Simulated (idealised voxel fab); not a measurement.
Process module under the name voxel capacitor over wiring
The width of the displayed cross-section, cut, is 195 nm; its cells are square, with a size of 5 nm.
The cross-sections in this document take the form of a grid made of square cells. They are written out as bands, in order from top to bottom. Each band consists of one or more rows of cells. Look at the band entry: it leads with the top's height and the bottom's height in nm. Then it lists the materials left to right, with a width in nm for each. The word "edge to edge" on a single material says that material fills the band edge to edge. The word "empty" is empty space. Below 0: as-received wafer, all one material; heights counted from there. Lowest band: no bottom, goes on down, written "z 0 and below". With a width like "30..40", each row of cells in the band differs from the next by the same amount, the top row carrying the first number and the bottom row the second. Basically "same as before" means that step didn't change any cell in the cross-section. "Entrapped voids" means: voids of 8 cells or more that are shut off from the top with no open way through. Written width x height at distance, distance from the left edge, in nm. Anything after a step's settings on that line? It's the simulator's own note about the step. On any step carrying a mask, the "overlay nm" setting, if present on the step's line, tells how far right of its planned place the mask lay; negative values point to the left.

# Steps in the process plan
1: RECEIVE [material Si]
2: CONFORMAL_DEP [material SiO2] [thk nm 10]
3: CONFORMAL_DEP [material SiCN] [thk nm 5]
4: DIRECTIONAL_DEP [material SiO2] [thk nm 20]
5: PATTERN [tone open] [mask id METAL_1] [material resist] [width nm 30] [pitch nm 100] [thk nm 15] [overlay nm 0]
6: DIRECTIONAL_ETCH [etch materials SiO2] [depth nm 20]
7: DIRECTIONAL_ETCH [etch materials SiCN] [depth nm 5]
8: STRIP [etch materials resist]
9: CONFORMAL_DEP [material TiN] [thk nm 5]
10: FILL_DEP [material W] [thk nm 5]
11: CMP [height nm 35]
12: EPI [material Ru] [thk nm 5]
13: FILL_DEP [material SiCN] [thk nm 5]
14: DIRECTIONAL_DEP [material lowk] [thk nm 15]
15: PATTERN [tone open] [mask id PLUG_1] [material resist] [width nm 15] [thk nm 15] [overlay nm 0]
16: DIRECTIONAL_ETCH [etch materials lowk] [depth nm 15]
17: DIRECTIONAL_ETCH [etch materials SiCN] [depth nm 5]
18: STRIP [etch materials resist]
19: EPI [material Ru] [thk nm 10]
20: EPI [material Ru] [thk nm 10]
21: DIRECTIONAL_DEP [material TiN] [thk nm 5]
22: DIRECTIONAL_DEP [material Al2O3] [thk nm 5]
23: DIRECTIONAL_DEP [material TiN] [thk nm 10]
24: PATTERN [tone cover] [mask id UPPER_PLATE] [material resist] [width nm 75] [thk nm 20] [overlay nm 0]
25: DIRECTIONAL_ETCH [etch materials TiN] [depth nm 10]
26: DIRECTIONAL_ETCH [etch materials Al2O3] [depth nm 5]
27: STRIP [etch materials resist]
28: PATTERN [tone cover] [mask id LOWER_PLATE] [material resist] [width nm 85] [thk nm 15] [overlay nm 0]
29: DIRECTIONAL_ETCH [etch materials TiN] [depth nm 5]
30: STRIP [etch materials resist]
31: FILL_DEP [material SiO2] [thk nm 20]
32: CMP [height nm 95]
33: DIRECTIONAL_DEP [material aC] [thk nm 15]
34: PATTERN [tone open] [mask id PLUG_2] [material resist] [width nm 15] [thk nm 30] [overlay nm 0]
35: DIRECTIONAL_ETCH [etch materials aC] [depth nm 15]
36: STRIP [etch materials resist]
37: DIRECTIONAL_ETCH [etch materials SiO2] [depth nm 15]
38: STRIP [etch materials aC]
39: CONFORMAL_DEP [material TiN] [thk nm 5]
40: FILL_DEP [material Cu] [thk nm 10]
41: CMP [height nm 95]
42: CONFORMAL_DEP [material SiCN] [thk nm 5]

# Cross-section of the wafer upon arrival, representing the state reached after step 1
	z 0 and below = Si edge to edge
	Entrapped voids: none

# End-of-module XS, first of two wafers, run as planned
	z 100 to 95 = SiCN edge to edge
	z 95 to 85 = SiO2 55, then TiN 5, then Cu 5, then TiN 5, then SiO2 125
	z 85 to 80 = SiO2 55, then TiN 15, then SiO2 125
	z 80 to 70 = SiO2 45, then TiN 75, then SiO2 75
	z 70 to 65 = SiO2 45, then Al2O3 75, then SiO2 75
	z 65 to 60 = SiO2 40, then TiN 85, then SiO2 70
	z 60 to 45 = lowk 45, then Ru 15, then lowk 135
	z 45 to 40 = SiCN 45, then Ru 15, then SiCN 135
	z 40 to 35 = SiCN 25, then Ru 40, then SiCN 60, then Ru 40, then SiCN 30
	z 35 to 15 = SiO2 30, then TiN 5, then W 20, then TiN 5, then SiO2 70, then TiN 5, then W 20, then TiN 5, then SiO2 35
	z 15 to 10 = SiCN 30, then TiN 30, then SiCN 70, then TiN 30, then SiCN 35
	z 10 to 0 = SiO2 edge to edge
	z 0 and below = Si edge to edge
	Entrapped voids: none

# The second wafer, shown in cross-section after the module: started the same way as the first and given the same plan, yet one mistake crept into how it was run
	z 100 to 95 = SiCN edge to edge
	z 95 to 90 = SiO2 55, then TiN 15, then SiO2 125
	z 90 to 80 = SiO2 45, then TiN 25, then SiO2 125
	z 80 to 75 = SiO2 45, then Al2O3 25, then TiN 50, then SiO2 75
	z 75 to 70 = SiO2 40, then TiN 80, then SiO2 75
	z 70 to 65 = SiO2 35, then Ru 35, then Al2O3 50, then SiO2 75
	z 65 to 60 = SiO2 35, then Ru 35, then TiN 55, then SiO2 70
	z 60 to 45 = lowk 45, then Ru 15, then lowk 135
	z 45 to 40 = SiCN 45, then Ru 15, then SiCN 135
	z 40 to 35 = SiCN 25, then Ru 40, then SiCN 60, then Ru 40, then SiCN 30
	z 35 to 15 = SiO2 30, then TiN 5, then W 20, then TiN 5, then SiO2 70, then TiN 5, then W 20, then TiN 5, then SiO2 35
	z 15 to 10 = SiCN 30, then TiN 30, then SiCN 70, then TiN 30, then SiCN 35
	z 10 to 0 = SiO2 edge to edge
	z 0 and below = Si edge to edge
	Entrapped voids: none
Processing error: it cannot be told which of the identical steps 19 and 20 was the one run twice
Upon completion, the second wafer contains, in terms of cells, a greater or smaller amount of certain materials than the first wafer: Cu: 2 fewer, Ru: 14 more, SiO2: 8 fewer, TiN: 4 fewer
